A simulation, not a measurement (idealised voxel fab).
Module name: voxel self aligned contacts (process module)
FYI the section here is cut, 250 nm wide, cells are 5 nm squares.
We lay out every cross-section as a grid of square cells and spell it out in bands from the top down, where one band means one or more rows of cells.
First you get the band's top height and its bottom height, in nm, and then the materials it's made of, left to right, with each width in nm. If you see a single material with "full width", that one covers the band edge to edge. "empty" is empty space.
Beneath 0, the wafer as received is one material, and that level is where height counting begins. The lowest band goes on downward without a bottom; it is written like "z 0 and below".
Graded width ("30->40"): value in top row of band = first number; value in bottom row = second number; row-to-row change constant.
The cross-section has no changed cell in any step marked "nothing different".
What "Closed void entries" gives you is every empty space of 8 cells or more that is cut off from the top. Each appears as width x height at distance, with the distance taken from the left edge and width, height and distance all in nm.
The remark found on a step's line after its settings is issued by the simulator itself and pertains to that step.
Regarding "overlay nm": on a step with a mask, it is the distance the mask lay to the right of its planned place; a negative value places it to the left.

## Process steps foreseen in the plan
1: RECEIVE with material Si
2: OXIDIZE with depth nm 5
3: DIRECTIONAL_DEP with material polySi, thk nm 20
4: DIRECTIONAL_DEP with material SiN, thk nm 20
5: MASKED_ETCH with tone cover, mask id GATE, width nm 25, pitch nm 60, etch materials SiN, depth nm 20, overlay nm 0
6: MASKED_ETCH with tone cover, mask id GATE, width nm 25, pitch nm 60, etch materials polySi, depth nm 20, overlay nm 0
7: CONFORMAL_DEP with material SiN, thk nm 10
8: DIRECTIONAL_ETCH with etch materials SiN, depth nm 10
9: FILL_DEP with material SiO2, thk nm 10
10: CMP with height nm 45
11: MASKED_ETCH with tone open, mask id CONTACT, width nm 45, pitch nm 60, etch materials SiO2, depth nm 50, overlay nm 0
12: CONFORMAL_DEP with material TiN, thk nm 5
13: FILL_DEP with material Ru, thk nm 10
14: CMP with height nm 45
15: CONFORMAL_DEP with material SiCN, thk nm 5

## Incoming wafer in cross-section (state: after step 1)
> z 0 and below: Si full width
> Closed void entries: none

## Below is the wafer in cross-section after the module was completed. It began from the starting point shown above and followed the plan shown above, except that one mistake was made while running it
> z 50 to 45: SiCN full width
> z 45 to 40: 70 nm SiO2 | 20 nm TiN | 5 nm Ru | 20 nm TiN | 15 nm SiO2 | 20 nm TiN | 5 nm Ru | 20 nm TiN | 75 nm SiO2
> z 40 to 25: 40 nm SiO2 | 10 nm SiN | 25 nm polySi | 10 nm SiN | 5 nm TiN | 5 nm Ru | 5 nm TiN | 10 nm SiN | 25 nm polySi | 10 nm SiN | 5 nm TiN | 5 nm Ru | 5 nm TiN | 10 nm SiN | 25 nm polySi | 10 nm SiN | 45 nm SiO2
> z 25 to 20: 40 nm SiO2 | 10 nm SiN | 25 nm polySi | 10 nm SiN | 15 nm TiN | 10 nm SiN | 25 nm polySi | 10 nm SiN | 15 nm TiN | 10 nm SiN | 25 nm polySi | 10 nm SiN | 45 nm SiO2
> z 20 to 0: polySi full width
> z 0 to -5: SiO2 full width
> z -5 and below: Si full width
> Closed void entries: none
What was done differently from what was planned? step 4 did not use the planned setting and instead ran as DIRECTIONAL_DEP with material polySi, thk nm 20
